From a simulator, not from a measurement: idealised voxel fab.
process module | voxel wiring stack
cross-section cut | 240 nm wide | cells 5 nm
A cross-section is a grid of square cells, given in bands from the top down. A band is one or more rows of cells.
Each band's line starts with the height of the band's top and of its bottom, in nm. Then come its materials from left to right, each with its width in nm. One material with "throughout" fills the band from edge to edge. "air" is empty space.
Height 0 is the level under which the wafer as received is all one material. The lowest band goes on downwards, as in "0 down".
A width such as "30 to 40" changes by the same amount from each row of cells to the next, from the band's top row to its bottom row.
"no change" after a step means that no cell of the cross-section changed.
closed voids: empty space of 8 cells or more with no open way to the top, each as width x height at its distance from the left edge, in nm
after a step's settings: what the simulator itself notes on the step
overlay nm, on a step with a mask: how far to the right of its planned place the mask lay; to the left if negative
Each pair below shows a cross-section before one step and the cross-section after it, down to the lowest band that changed. The line under each pair gives the step between them, with its settings. The pairs can come from different runs of this module on the same starting wafer, so a pair continues from the pair above only where its "before" says so.
before
  0 down: Si throughout
  closed voids: none
after
  15 to 0: SiO2 throughout
  below 0: unchanged
  closed voids: none
the step between: op CONFORMAL_DEP | material SiO2 | thk nm 15
before: the cross-section after the pair above
after
  20 to 15: TiN throughout
  below 15: unchanged
  closed voids: none
the step between: op DIRECTIONAL_DEP | material TiN | thk nm 5
before: the cross-section after the pair above
after
  40 to 20: W throughout
  below 20: unchanged
  closed voids: none
the step between: op DIRECTIONAL_DEP | material W | thk nm 20
before: the cross-section after the pair above
after
  55 to 40: aC throughout
  below 40: unchanged
  closed voids: none
the step between: op DIRECTIONAL_DEP | material aC | thk nm 15
before: the cross-section after the pair above
after
  90 to 55: air 50 | resist 20 | air 20 | resist 20 | air 20 | resist 20 | air 20 | resist 20 | air 50
  below 55: unchanged
  closed voids: none
the step between: op PATTERN | tone cover | mask id METAL_1 | material resist | width nm 20 | pitch nm 40 | thk nm 35 | overlay nm 0
before: the cross-section after the pair above
after
  75 to 55: air 50 | resist 20 | air 20 | resist 20 | air 20 | resist 20 | air 20 | resist 20 | air 50
  55 to 40: air 50 | aC 20 | air 20 | aC 20 | air 20 | aC 20 | air 20 | aC 20 | air 50
  below 40: unchanged
  closed voids: none
the step between: op DIRECTIONAL_ETCH | etch materials aC | depth nm 15
before: the cross-section after the pair above
after
  55 to 40: air 50 | aC 20 | air 20 | aC 20 | air 20 | aC 20 | air 20 | aC 20 | air 50
  below 40: unchanged
  closed voids: none
the step between: op STRIP | etch materials resist
before: the cross-section after the pair above
after
  55 to 40: air 50 | aC 20 | air 20 | aC 20 | air 20 | aC 20 | air 20 | aC 20 | air 50
  40 to 20: air 50 | W 20 | air 20 | W 20 | air 20 | W 20 | air 20 | W 20 | air 50
  below 20: unchanged
  closed voids: none
the step between: op DIRECTIONAL_ETCH | etch materials W | depth nm 20
before: the cross-section after the pair above
after
  55 to 40: air 50 | aC 20 | air 20 | aC 20 | air 20 | aC 20 | air 20 | aC 20 | air 50
  40 to 20: air 50 | W 20 | air 20 | W 20 | air 20 | W 20 | air 20 | W 20 | air 50
  20 to 15: air 50 | TiN 20 | air 20 | TiN 20 | air 20 | TiN 20 | air 20 | TiN 20 | air 50
  below 15: unchanged
  closed voids: none
the step between: op DIRECTIONAL_ETCH | etch materials TiN | depth nm 5
before: the cross-section after the pair above
after
  40 to 20: air 50 | W 20 | air 20 | W 20 | air 20 | W 20 | air 20 | W 20 | air 50
  below 20: unchanged
  closed voids: none
the step between: op STRIP | etch materials aC
before: the cross-section after the pair above
after
  45 to 40: air 45 | SiCN 30 | air 10 | SiCN 30 | air 10 | SiCN 30 | air 10 | SiCN 30 | air 45
  40 to 20: air 45 | SiCN 5 | W 20 | SiCN 5 | air 10 | SiCN 5 | W 20 | SiCN 5 | air 10 | SiCN 5 | W 20 | SiCN 5 | air 10 | SiCN 5 | W 20 | SiCN 5 | air 45
  20 to 15: SiCN 50 | TiN 20 | SiCN 20 | TiN 20 | SiCN 20 | TiN 20 | SiCN 20 | TiN 20 | SiCN 50
  below 15: unchanged
  closed voids: none
the step between: op CONFORMAL_DEP | material SiCN | thk nm 5
before: the cross-section after the pair above
after
  50 to 45: lowk throughout
  45 to 40: lowk 45 | SiCN 30 | lowk 10 | SiCN 30 | lowk 10 | SiCN 30 | lowk 10 | SiCN 30 | lowk 45
  40 to 20: lowk 45 | SiCN 5 | W 20 | SiCN 5 | lowk 10 | SiCN 5 | W 20 | SiCN 5 | lowk 10 | SiCN 5 | W 20 | SiCN 5 | lowk 10 | SiCN 5 | W 20 | SiCN 5 | lowk 45
  below 20: unchanged
  closed voids: none
the step between: op FILL_DEP | material lowk | thk nm 5
before: the cross-section after the pair above
after
  40 to 20: lowk 45 | SiCN 5 | W 20 | SiCN 5 | lowk 10 | SiCN 5 | W 20 | SiCN 5 | lowk 10 | SiCN 5 | W 20 | SiCN 5 | lowk 10 | SiCN 5 | W 20 | SiCN 5 | lowk 45
  below 20: unchanged
  closed voids: none
the step between: op CMP | height nm 40
before: the cross-section after the pair above
after
  45 to 40: SiCN throughout
  below 40: unchanged
  closed voids: none
the step between: op CONFORMAL_DEP | material SiCN | thk nm 5
before: the cross-section after the pair above
after
  65 to 45: lowk throughout
  below 45: unchanged
  closed voids: none
the step between: op DIRECTIONAL_DEP | material lowk | thk nm 20
before: the cross-section after the pair above
after
  80 to 65: aC throughout
  below 65: unchanged
  closed voids: none
the step between: op DIRECTIONAL_DEP | material aC | thk nm 15
before: the cross-section after the pair above
after
  110 to 80: resist 50 | air 15 | resist 25 | air 15 | resist 25 | air 15 | resist 25 | air 15 | resist 55
  below 80: unchanged
  closed voids: none
the step between: op PATTERN | tone open | mask id PLUG_1 | material resist | width nm 15 | pitch nm 40 | thk nm 30 | overlay nm 0
before: the cross-section after the pair above
after
  95 to 80: resist 50 | air 15 | resist 25 | air 15 | resist 25 | air 15 | resist 25 | air 15 | resist 55
  80 to 65: aC 50 | air 15 | aC 25 | air 15 | aC 25 | air 15 | aC 25 | air 15 | aC 55
  below 65: unchanged
  closed voids: none
the step between: op DIRECTIONAL_ETCH | etch materials aC | depth nm 15
before: the cross-section after the pair above
after
  80 to 65: aC 50 | air 15 | aC 25 | air 15 | aC 25 | air 15 | aC 25 | air 15 | aC 55
  below 65: unchanged
  closed voids: none
the step between: op STRIP | etch materials resist
before: the cross-section after the pair above
after
  80 to 65: aC 50 | air 15 | aC 25 | air 15 | aC 25 | air 15 | aC 25 | air 15 | aC 55
  65 to 45: lowk 50 | air 15 | lowk 25 | air 15 | lowk 25 | air 15 | lowk 25 | air 15 | lowk 55
  below 45: unchanged
  closed voids: none
the step between: op DIRECTIONAL_ETCH | etch materials lowk | depth nm 20
before: the cross-section after the pair above
after
  80 to 65: aC 50 | air 15 | aC 25 | air 15 | aC 25 | air 15 | aC 25 | air 15 | aC 55
  65 to 45: lowk 50 | air 15 | lowk 25 | air 15 | lowk 25 | air 15 | lowk 25 | air 15 | lowk 55
  45 to 40: SiCN 50 | air 15 | SiCN 25 | air 15 | SiCN 25 | air 15 | SiCN 25 | air 15 | SiCN 55
  below 40: unchanged
  closed voids: none
the step between: op DIRECTIONAL_ETCH | etch materials SiCN | depth nm 5
before: the cross-section after the pair above
after
  65 to 45: lowk 50 | air 15 | lowk 25 | air 15 | lowk 25 | air 15 | lowk 25 | air 15 | lowk 55
  below 45: unchanged
  closed voids: none
the step between: op STRIP | etch materials aC
before: the cross-section after the pair above
after
  65 to 50: lowk 50 | air 15 | lowk 25 | air 15 | lowk 25 | air 15 | lowk 25 | air 15 | lowk 55
  50 to 45: lowk 50 | Ru 15 | lowk 25 | Ru 15 | lowk 25 | Ru 15 | lowk 25 | Ru 15 | lowk 55
  45 to 40: SiCN 50 | Ru 15 | SiCN 25 | Ru 15 | SiCN 25 | Ru 15 | SiCN 25 | Ru 15 | SiCN 55
  below 40: unchanged
  closed voids: none
the step between: op EPI | material Ru | thk nm 10
before: the cross-section after the pair above
after
  65 to 60: lowk 50 | air 15 | lowk 25 | air 15 | lowk 25 | air 15 | lowk 25 | air 15 | lowk 55
  60 to 45: lowk 50 | Ru 15 | lowk 25 | Ru 15 | lowk 25 | Ru 15 | lowk 25 | Ru 15 | lowk 55
  below 45: unchanged
  closed voids: none
the step between: op EPI | material Ru | thk nm 10
before: the cross-section after the pair above
after
  65 to 45: lowk 50 | Ru 15 | lowk 25 | Ru 15 | lowk 25 | Ru 15 | lowk 25 | Ru 15 | lowk 55
  below 45: unchanged
  closed voids: none
the step between: op EPI | material Ru | thk nm 5
before: the cross-section after the pair above
after
  70 to 65: TiN throughout
  below 65: unchanged
  closed voids: none
the step between: op DIRECTIONAL_DEP | material TiN | thk nm 5
before: the cross-section after the pair above
after
  85 to 70: Ru throughout
  below 70: unchanged
  closed voids: none
the step between: op DIRECTIONAL_DEP | material Ru | thk nm 15
before: the cross-section after the pair above
after
  95 to 85: aC throughout
  below 85: unchanged
  closed voids: none
the step between: op DIRECTIONAL_DEP | material aC | thk nm 10
before: the cross-section after the pair above
after
  125 to 95: air 50 | resist 20 | air 20 | resist 20 | air 20 | resist 20 | air 20 | resist 20 | air 50
  below 95: unchanged
  closed voids: none
the step between: op PATTERN | tone cover | mask id METAL_2 | material resist | width nm 20 | pitch nm 40 | thk nm 30 | overlay nm 0
before: the cross-section after the pair above
after
  115 to 95: air 50 | resist 20 | air 20 | resist 20 | air 20 | resist 20 | air 20 | resist 20 | air 50
  95 to 85: air 50 | aC 20 | air 20 | aC 20 | air 20 | aC 20 | air 20 | aC 20 | air 50
  below 85: unchanged
  closed voids: none
the step between: op DIRECTIONAL_ETCH | etch materials aC | depth nm 10
before: the cross-section after the pair above
after
  95 to 85: air 50 | aC 20 | air 20 | aC 20 | air 20 | aC 20 | air 20 | aC 20 | air 50
  below 85: unchanged
  closed voids: none
the step between: op STRIP | etch materials resist
before: the cross-section after the pair above
after
  95 to 85: air 50 | aC 20 | air 20 | aC 20 | air 20 | aC 20 | air 20 | aC 20 | air 50
  85 to 70: air 50 | Ru 20 | air 20 | Ru 20 | air 20 | Ru 20 | air 20 | Ru 20 | air 50
  below 70: unchanged
  closed voids: none
the step between: op DIRECTIONAL_ETCH | etch materials Ru | depth nm 15
before: the cross-section after the pair above
after
  95 to 85: air 50 | aC 20 | air 20 | aC 20 | air 20 | aC 20 | air 20 | aC 20 | air 50
  85 to 70: air 50 | Ru 20 | air 20 | Ru 20 | air 20 | Ru 20 | air 20 | Ru 20 | air 50
  70 to 65: air 50 | TiN 20 | air 20 | TiN 20 | air 20 | TiN 20 | air 20 | TiN 20 | air 50
  below 65: unchanged
  closed voids: none
the step between: op DIRECTIONAL_ETCH | etch materials TiN | depth nm 5
before: the cross-section after the pair above
after
  85 to 70: air 50 | Ru 20 | air 20 | Ru 20 | air 20 | Ru 20 | air 20 | Ru 20 | air 50
  below 70: unchanged
  closed voids: none
the step between: op STRIP | etch materials aC
before: the cross-section after the pair above
after
  95 to 85: SiO2 throughout
  85 to 70: SiO2 50 | Ru 20 | SiO2 20 | Ru 20 | SiO2 20 | Ru 20 | SiO2 20 | Ru 20 | SiO2 50
  70 to 65: SiO2 50 | TiN 20 | SiO2 20 | TiN 20 | SiO2 20 | TiN 20 | SiO2 20 | TiN 20 | SiO2 50
  below 65: unchanged
  closed voids: none
the step between: op FILL_DEP | material SiO2 | thk nm 10
before: the cross-section after the pair above
after
  85 to 70: SiO2 50 | Ru 20 | SiO2 20 | Ru 20 | SiO2 20 | Ru 20 | SiO2 20 | Ru 20 | SiO2 50
  below 70: unchanged
  closed voids: none
the step between: op CMP | height nm 85
before: the cross-section after the pair above
after
  90 to 85: SiN throughout
  below 85: unchanged
  closed voids: none
the step between: op CONFORMAL_DEP | material SiN | thk nm 5
before
  65 to 45: lowk 50 | Ru 15 | lowk 25 | Ru 15 | lowk 25 | Ru 15 | lowk 25 | Ru 15 | lowk 55
  45 to 40: SiCN 50 | Ru 15 | SiCN 25 | Ru 15 | SiCN 25 | Ru 15 | SiCN 25 | Ru 15 | SiCN 55
  40 to 20: lowk 45 | SiCN 5 | W 20 | SiCN 5 | lowk 10 | SiCN 5 | W 20 | SiCN 5 | lowk 10 | SiCN 5 | W 20 | SiCN 5 | lowk 10 | SiCN 5 | W 20 | SiCN 5 | lowk 45
  20 to 15: SiCN 50 | TiN 20 | SiCN 20 | TiN 20 | SiCN 20 | TiN 20 | SiCN 20 | TiN 20 | SiCN 50
  15 to 0: SiO2 throughout
  0 down: Si throughout
  closed voids: none
after
  80 to 65: Ru throughout
  below 65: unchanged
  closed voids: none
the step between: op DIRECTIONAL_DEP | material Ru | thk nm 15
before: the cross-section after the pair above
after
  90 to 80: aC throughout
  below 80: unchanged
  closed voids: none
the step between: op DIRECTIONAL_DEP | material aC | thk nm 10
before: the cross-section after the pair above
after
  120 to 90: air 50 | resist 20 | air 20 | resist 20 | air 20 | resist 20 | air 20 | resist 20 | air 50
  below 90: unchanged
  closed voids: none
the step between: op PATTERN | tone cover | mask id METAL_2 | material resist | width nm 20 | pitch nm 40 | thk nm 30 | overlay nm 0
before: the cross-section after the pair above
after
  110 to 90: air 50 | resist 20 | air 20 | resist 20 | air 20 | resist 20 | air 20 | resist 20 | air 50
  90 to 80: air 50 | aC 20 | air 20 | aC 20 | air 20 | aC 20 | air 20 | aC 20 | air 50
  below 80: unchanged
  closed voids: none
the step between: op DIRECTIONAL_ETCH | etch materials aC | depth nm 10
before: the cross-section after the pair above
after
  90 to 80: air 50 | aC 20 | air 20 | aC 20 | air 20 | aC 20 | air 20 | aC 20 | air 50
  below 80: unchanged
  closed voids: none
the step between: op STRIP | etch materials resist
before: the cross-section after the pair above
after
  90 to 80: air 50 | aC 20 | air 20 | aC 20 | air 20 | aC 20 | air 20 | aC 20 | air 50
  80 to 65: air 50 | Ru 20 | air 20 | Ru 20 | air 20 | Ru 20 | air 20 | Ru 20 | air 50
  below 65: unchanged
  closed voids: none
the step between: op DIRECTIONAL_ETCH | etch materials Ru | depth nm 15
before: the cross-section after the pair above
after
  80 to 65: air 50 | Ru 20 | air 20 | Ru 20 | air 20 | Ru 20 | air 20 | Ru 20 | air 50
  below 65: unchanged
  closed voids: none
the step between: op STRIP | etch materials aC
before: the cross-section after the pair above
after
  90 to 80: SiO2 throughout
  80 to 65: SiO2 50 | Ru 20 | SiO2 20 | Ru 20 | SiO2 20 | Ru 20 | SiO2 20 | Ru 20 | SiO2 50
  below 65: unchanged
  closed voids: none
the step between: op FILL_DEP | material SiO2 | thk nm 10
before: the cross-section after the pair above
after
  85 to 80: SiO2 throughout
  below 80: unchanged
  closed voids: none
the step between: op CMP | height nm 85
before: the cross-section after the pair above
after
  90 to 85: SiN throughout
  below 85: unchanged
  closed voids: none
the step between: op CONFORMAL_DEP | material SiN | thk nm 5
before
  65 to 60: lowk 50 | air 15 | lowk 25 | air 15 | lowk 25 | air 15 | lowk 25 | air 15 | lowk 55
  60 to 45: lowk 50 | Ru 15 | lowk 25 | Ru 15 | lowk 25 | Ru 15 | lowk 25 | Ru 15 | lowk 55
  45 to 40: SiCN 50 | Ru 15 | SiCN 25 | Ru 15 | SiCN 25 | Ru 15 | SiCN 25 | Ru 15 | SiCN 55
  40 to 20: lowk 45 | SiCN 5 | W 20 | SiCN 5 | lowk 10 | SiCN 5 | W 20 | SiCN 5 | lowk 10 | SiCN 5 | W 20 | SiCN 5 | lowk 10 | SiCN 5 | W 20 | SiCN 5 | lowk 45
  20 to 15: SiCN 50 | TiN 20 | SiCN 20 | TiN 20 | SiCN 20 | TiN 20 | SiCN 20 | TiN 20 | SiCN 50
  15 to 0: SiO2 throughout
  0 down: Si throughout
  closed voids: none
after
  70 to 65: air 45 | Ru 25 | air 15 | Ru 25 | air 15 | Ru 25 | air 15 | Ru 25 | air 50
  65 to 45: lowk 50 | Ru 15 | lowk 25 | Ru 15 | lowk 25 | Ru 15 | lowk 25 | Ru 15 | lowk 55
  below 45: unchanged
  closed voids: none
the step between: op EPI | material Ru | thk nm 10
before: the cross-section after the pair above
after
  75 to 65: air 40 | Ru 35 | air 5 | Ru 35 | air 5 | Ru 35 | air 5 | Ru 35 | air 45
  below 65: unchanged
  closed voids: none
the step between: op EPI | material Ru | thk nm 5
before: the cross-section after the pair above
after
  80 to 75: air 40 | TiN 35 | air 5 | TiN 35 | air 5 | TiN 35 | air 5 | TiN 35 | air 45
  75 to 70: air 40 | Ru 35 | air 5 | Ru 35 | air 5 | Ru 35 | air 5 | Ru 35 | air 45
  70 to 65: TiN 40 | Ru 35 | TiN 5 | Ru 35 | TiN 5 | Ru 35 | TiN 5 | Ru 35 | TiN 45
  below 65: unchanged
  closed voids: none
the step between: op DIRECTIONAL_DEP | material TiN | thk nm 5
before: the cross-section after the pair above
after
  95 to 85: air 40 | Ru 35 | air 5 | Ru 35 | air 5 | Ru 35 | air 5 | Ru 35 | air 45
  85 to 80: Ru throughout
  80 to 75: Ru 40 | TiN 35 | Ru 5 | TiN 35 | Ru 5 | TiN 35 | Ru 5 | TiN 35 | Ru 45
  75 to 70: Ru throughout
  below 70: unchanged
  closed voids: none
the step between: op DIRECTIONAL_DEP | material Ru | thk nm 15
before: the cross-section after the pair above
after
  105 to 95: air 40 | aC 35 | air 5 | aC 35 | air 5 | aC 35 | air 5 | aC 35 | air 45
  95 to 85: aC 40 | Ru 35 | aC 5 | Ru 35 | aC 5 | Ru 35 | aC 5 | Ru 35 | aC 45
  below 85: unchanged
  closed voids: none
the step between: op DIRECTIONAL_DEP | material aC | thk nm 10
before: the cross-section after the pair above
after
  135 to 105: air 50 | resist 20 | air 20 | resist 20 | air 20 | resist 20 | air 20 | resist 20 | air 50
  below 105: unchanged
  closed voids: none
the step between: op PATTERN | tone cover | mask id METAL_2 | material resist | width nm 20 | pitch nm 40 | thk nm 30 | overlay nm 0
before: the cross-section after the pair above
after
  125 to 105: air 50 | resist 20 | air 20 | resist 20 | air 20 | resist 20 | air 20 | resist 20 | air 50
  105 to 95: air 50 | aC 20 | air 20 | aC 20 | air 20 | aC 20 | air 20 | aC 20 | air 50
  95 to 85: air 40 | Ru 35 | air 5 | Ru 35 | air 5 | Ru 35 | air 5 | Ru 35 | air 45
  below 85: unchanged
  closed voids: none
the step between: op DIRECTIONAL_ETCH | etch materials aC | depth nm 10
before: the cross-section after the pair above
after
  105 to 95: air 50 | aC 20 | air 20 | aC 20 | air 20 | aC 20 | air 20 | aC 20 | air 50
  below 95: unchanged
  closed voids: none
the step between: op STRIP | etch materials resist
before: the cross-section after the pair above
after
  105 to 95: air 50 | aC 20 | air 20 | aC 20 | air 20 | aC 20 | air 20 | aC 20 | air 50
  95 to 80: air 50 | Ru 20 | air 20 | Ru 20 | air 20 | Ru 20 | air 20 | Ru 20 | air 50
  80 to 75: air 40 | TiN 35 | air 5 | TiN 35 | air 5 | TiN 35 | air 5 | TiN 35 | air 45
  75 to 70: air 40 | Ru 35 | air 5 | Ru 35 | air 5 | Ru 35 | air 5 | Ru 35 | air 45
  below 70: unchanged
  closed voids: none
the step between: op DIRECTIONAL_ETCH | etch materials Ru | depth nm 15
before: the cross-section after the pair above
after
  105 to 95: air 50 | aC 20 | air 20 | aC 20 | air 20 | aC 20 | air 20 | aC 20 | air 50
  95 to 80: air 50 | Ru 20 | air 20 | Ru 20 | air 20 | Ru 20 | air 20 | Ru 20 | air 50
  80 to 75: air 50 | TiN 20 | air 20 | TiN 20 | air 20 | TiN 20 | air 20 | TiN 20 | air 50
  75 to 65: air 40 | Ru 35 | air 5 | Ru 35 | air 5 | Ru 35 | air 5 | Ru 35 | air 45
  below 65: unchanged
  closed voids: none
the step between: op DIRECTIONAL_ETCH | etch materials TiN | depth nm 5
before: the cross-section after the pair above
after
  95 to 80: air 50 | Ru 20 | air 20 | Ru 20 | air 20 | Ru 20 | air 20 | Ru 20 | air 50
  below 80: unchanged
  closed voids: none
the step between: op STRIP | etch materials aC
before: the cross-section after the pair above
after
  105 to 95: SiO2 throughout
  95 to 80: SiO2 50 | Ru 20 | SiO2 20 | Ru 20 | SiO2 20 | Ru 20 | SiO2 20 | Ru 20 | SiO2 50
  80 to 75: SiO2 50 | TiN 20 | SiO2 20 | TiN 20 | SiO2 20 | TiN 20 | SiO2 20 | TiN 20 | SiO2 50
  75 to 65: SiO2 40 | Ru 35 | SiO2 5 | Ru 35 | SiO2 5 | Ru 35 | SiO2 5 | Ru 35 | SiO2 45
  below 65: unchanged
  closed voids: none
the step between: op FILL_DEP | material SiO2 | thk nm 10
before: the cross-section after the pair above
after
  85 to 80: SiO2 50 | Ru 20 | SiO2 20 | Ru 20 | SiO2 20 | Ru 20 | SiO2 20 | Ru 20 | SiO2 50
  below 80: unchanged
  closed voids: none
the step between: op CMP | height nm 85
before: the cross-section after the pair above
after
  90 to 85: SiN throughout
  below 85: unchanged
  closed voids: none
the step between: op CONFORMAL_DEP | material SiN | thk nm 5
before
  15 to 0: SiO2 throughout
  0 down: Si throughout
  closed voids: none
after
  35 to 15: W throughout
  below 15: unchanged
  closed voids: none
the step between: op DIRECTIONAL_DEP | material W | thk nm 20
before: the cross-section after the pair above
after
  40 to 35: TiN throughout
  below 35: unchanged
  closed voids: none
the step between: op DIRECTIONAL_DEP | material TiN | thk nm 5
before: the cross-section after the pair above
after
  55 to 40: aC throughout
  below 40: unchanged
  closed voids: none
the step between: op DIRECTIONAL_DEP | material aC | thk nm 15
before: the cross-section after the pair above
after
  90 to 55: air 50 | resist 20 | air 20 | resist 20 | air 20 | resist 20 | air 20 | resist 20 | air 50
  below 55: unchanged
  closed voids: none
the step between: op PATTERN | tone cover | mask id METAL_1 | material resist | width nm 20 | pitch nm 40 | thk nm 35 | overlay nm 0
before: the cross-section after the pair above
after
  75 to 55: air 50 | resist 20 | air 20 | resist 20 | air 20 | resist 20 | air 20 | resist 20 | air 50
  55 to 40: air 50 | aC 20 | air 20 | aC 20 | air 20 | aC 20 | air 20 | aC 20 | air 50
  below 40: unchanged
  closed voids: none
the step between: op DIRECTIONAL_ETCH | etch materials aC | depth nm 15
before: the cross-section after the pair above
after
  55 to 40: air 50 | aC 20 | air 20 | aC 20 | air 20 | aC 20 | air 20 | aC 20 | air 50
  below 40: unchanged
  closed voids: none
the step between: op STRIP | etch materials resist
before: the cross-section after the pair above
after
  55 to 40: air 50 | aC 20 | air 20 | aC 20 | air 20 | aC 20 | air 20 | aC 20 | air 50
  40 to 35: air 50 | TiN 20 | air 20 | TiN 20 | air 20 | TiN 20 | air 20 | TiN 20 | air 50
  below 35: unchanged
  closed voids: none
the step between: op DIRECTIONAL_ETCH | etch materials TiN | depth nm 5
before: the cross-section after the pair above
after
  40 to 35: air 50 | TiN 20 | air 20 | TiN 20 | air 20 | TiN 20 | air 20 | TiN 20 | air 50
  below 35: unchanged
  closed voids: none
the step between: op STRIP | etch materials aC
before: the cross-section after the pair above
after
  45 to 40: air 45 | SiCN 30 | air 10 | SiCN 30 | air 10 | SiCN 30 | air 10 | SiCN 30 | air 45
  40 to 35: SiCN 50 | TiN 20 | SiCN 20 | TiN 20 | SiCN 20 | TiN 20 | SiCN 20 | TiN 20 | SiCN 50
  below 35: unchanged
  closed voids: none
the step between: op CONFORMAL_DEP | material SiCN | thk nm 5
before: the cross-section after the pair above
after
  50 to 45: lowk throughout
  45 to 40: lowk 45 | SiCN 30 | lowk 10 | SiCN 30 | lowk 10 | SiCN 30 | lowk 10 | SiCN 30 | lowk 45
  below 40: unchanged
  closed voids: none
the step between: op FILL_DEP | material lowk | thk nm 5
before: the cross-section after the pair above
after
  40 to 35: SiCN 50 | TiN 20 | SiCN 20 | TiN 20 | SiCN 20 | TiN 20 | SiCN 20 | TiN 20 | SiCN 50
  below 35: unchanged
  closed voids: none
the step between: op CMP | height nm 40
before: the cross-section after the pair above
after
  45 to 40: SiCN throughout
  below 40: unchanged
  closed voids: none
the step between: op CONFORMAL_DEP | material SiCN | thk nm 5
before: the cross-section after the pair above
after
  65 to 45: lowk throughout
  below 45: unchanged
  closed voids: none
the step between: op DIRECTIONAL_DEP | material lowk | thk nm 20
before: the cross-section after the pair above
after
  80 to 65: aC throughout
  below 65: unchanged
  closed voids: none
the step between: op DIRECTIONAL_DEP | material aC | thk nm 15
before: the cross-section after the pair above
after
  110 to 80: resist 50 | air 15 | resist 25 | air 15 | resist 25 | air 15 | resist 25 | air 15 | resist 55
  below 80: unchanged
  closed voids: none
the step between: op PATTERN | tone open | mask id PLUG_1 | material resist | width nm 15 | pitch nm 40 | thk nm 30 | overlay nm 0
before: the cross-section after the pair above
after
  95 to 80: resist 50 | air 15 | resist 25 | air 15 | resist 25 | air 15 | resist 25 | air 15 | resist 55
  80 to 65: aC 50 | air 15 | aC 25 | air 15 | aC 25 | air 15 | aC 25 | air 15 | aC 55
  below 65: unchanged
  closed voids: none
the step between: op DIRECTIONAL_ETCH | etch materials aC | depth nm 15
before: the cross-section after the pair above
after
  80 to 65: aC 50 | air 15 | aC 25 | air 15 | aC 25 | air 15 | aC 25 | air 15 | aC 55
  below 65: unchanged
  closed voids: none
the step between: op STRIP | etch materials resist
before: the cross-section after the pair above
after
  80 to 65: aC 50 | air 15 | aC 25 | air 15 | aC 25 | air 15 | aC 25 | air 15 | aC 55
  65 to 45: lowk 50 | air 15 | lowk 25 | air 15 | lowk 25 | air 15 | lowk 25 | air 15 | lowk 55
  below 45: unchanged
  closed voids: none
the step between: op DIRECTIONAL_ETCH | etch materials lowk | depth nm 20
before: the cross-section after the pair above
after
  80 to 65: aC 50 | air 15 | aC 25 | air 15 | aC 25 | air 15 | aC 25 | air 15 | aC 55
  65 to 45: lowk 50 | air 15 | lowk 25 | air 15 | lowk 25 | air 15 | lowk 25 | air 15 | lowk 55
  45 to 40: SiCN 50 | air 15 | SiCN 25 | air 15 | SiCN 25 | air 15 | SiCN 25 | air 15 | SiCN 55
  below 40: unchanged
  closed voids: none
the step between: op DIRECTIONAL_ETCH | etch materials SiCN | depth nm 5
before: the cross-section after the pair above
after
  65 to 45: lowk 50 | air 15 | lowk 25 | air 15 | lowk 25 | air 15 | lowk 25 | air 15 | lowk 55
  below 45: unchanged
  closed voids: none
the step between: op STRIP | etch materials aC
before: the cross-section after the pair above
after
  65 to 50: lowk 50 | air 15 | lowk 25 | air 15 | lowk 25 | air 15 | lowk 25 | air 15 | lowk 55
  50 to 45: lowk 50 | Ru 15 | lowk 25 | Ru 15 | lowk 25 | Ru 15 | lowk 25 | Ru 15 | lowk 55
  45 to 40: SiCN 50 | Ru 15 | SiCN 25 | Ru 15 | SiCN 25 | Ru 15 | SiCN 25 | Ru 15 | SiCN 55
  below 40: unchanged
  closed voids: none
the step between: op EPI | material Ru | thk nm 10
before: the cross-section after the pair above
after
  65 to 60: lowk 50 | air 15 | lowk 25 | air 15 | lowk 25 | air 15 | lowk 25 | air 15 | lowk 55
  60 to 45: lowk 50 | Ru 15 | lowk 25 | Ru 15 | lowk 25 | Ru 15 | lowk 25 | Ru 15 | lowk 55
  below 45: unchanged
  closed voids: none
the step between: op EPI | material Ru | thk nm 10
before: the cross-section after the pair above
after
  65 to 45: lowk 50 | Ru 15 | lowk 25 | Ru 15 | lowk 25 | Ru 15 | lowk 25 | Ru 15 | lowk 55
  below 45: unchanged
  closed voids: none
the step between: op EPI | material Ru | thk nm 5
before: the cross-section after the pair above
after
  70 to 65: TiN throughout
  below 65: unchanged
  closed voids: none
the step between: op DIRECTIONAL_DEP | material TiN | thk nm 5
before: the cross-section after the pair above
after
  85 to 70: Ru throughout
  below 70: unchanged
  closed voids: none
the step between: op DIRECTIONAL_DEP | material Ru | thk nm 15
before: the cross-section after the pair above
after
  95 to 85: aC throughout
  below 85: unchanged
  closed voids: none
the step between: op DIRECTIONAL_DEP | material aC | thk nm 10
before: the cross-section after the pair above
after
  125 to 95: air 50 | resist 20 | air 20 | resist 20 | air 20 | resist 20 | air 20 | resist 20 | air 50
  below 95: unchanged
  closed voids: none
the step between: op PATTERN | tone cover | mask id METAL_2 | material resist | width nm 20 | pitch nm 40 | thk nm 30 | overlay nm 0
before: the cross-section after the pair above
after
  115 to 95: air 50 | resist 20 | air 20 | resist 20 | air 20 | resist 20 | air 20 | resist 20 | air 50
  95 to 85: air 50 | aC 20 | air 20 | aC 20 | air 20 | aC 20 | air 20 | aC 20 | air 50
  below 85: unchanged
  closed voids: none
the step between: op DIRECTIONAL_ETCH | etch materials aC | depth nm 10
before: the cross-section after the pair above
after
  95 to 85: air 50 | aC 20 | air 20 | aC 20 | air 20 | aC 20 | air 20 | aC 20 | air 50
  below 85: unchanged
  closed voids: none
the step between: op STRIP | etch materials resist
before: the cross-section after the pair above
after
  95 to 85: air 50 | aC 20 | air 20 | aC 20 | air 20 | aC 20 | air 20 | aC 20 | air 50
  85 to 70: air 50 | Ru 20 | air 20 | Ru 20 | air 20 | Ru 20 | air 20 | Ru 20 | air 50
  below 70: unchanged
  closed voids: none
the step between: op DIRECTIONAL_ETCH | etch materials Ru | depth nm 15
before: the cross-section after the pair above
after
  95 to 85: air 50 | aC 20 | air 20 | aC 20 | air 20 | aC 20 | air 20 | aC 20 | air 50
  85 to 70: air 50 | Ru 20 | air 20 | Ru 20 | air 20 | Ru 20 | air 20 | Ru 20 | air 50
  70 to 65: air 50 | TiN 20 | air 20 | TiN 20 | air 20 | TiN 20 | air 20 | TiN 20 | air 50
  below 65: unchanged
  closed voids: none
the step between: op DIRECTIONAL_ETCH | etch materials TiN | depth nm 5
before: the cross-section after the pair above
after
  85 to 70: air 50 | Ru 20 | air 20 | Ru 20 | air 20 | Ru 20 | air 20 | Ru 20 | air 50
  below 70: unchanged
  closed voids: none
the step between: op STRIP | etch materials aC
before: the cross-section after the pair above
after
  95 to 85: SiO2 throughout
  85 to 70: SiO2 50 | Ru 20 | SiO2 20 | Ru 20 | SiO2 20 | Ru 20 | SiO2 20 | Ru 20 | SiO2 50
  70 to 65: SiO2 50 | TiN 20 | SiO2 20 | TiN 20 | SiO2 20 | TiN 20 | SiO2 20 | TiN 20 | SiO2 50
  below 65: unchanged
  closed voids: none
the step between: op FILL_DEP | material SiO2 | thk nm 10
before: the cross-section after the pair above
after
  85 to 70: SiO2 50 | Ru 20 | SiO2 20 | Ru 20 | SiO2 20 | Ru 20 | SiO2 20 | Ru 20 | SiO2 50
  below 70: unchanged
  closed voids: none
the step between: op CMP | height nm 85
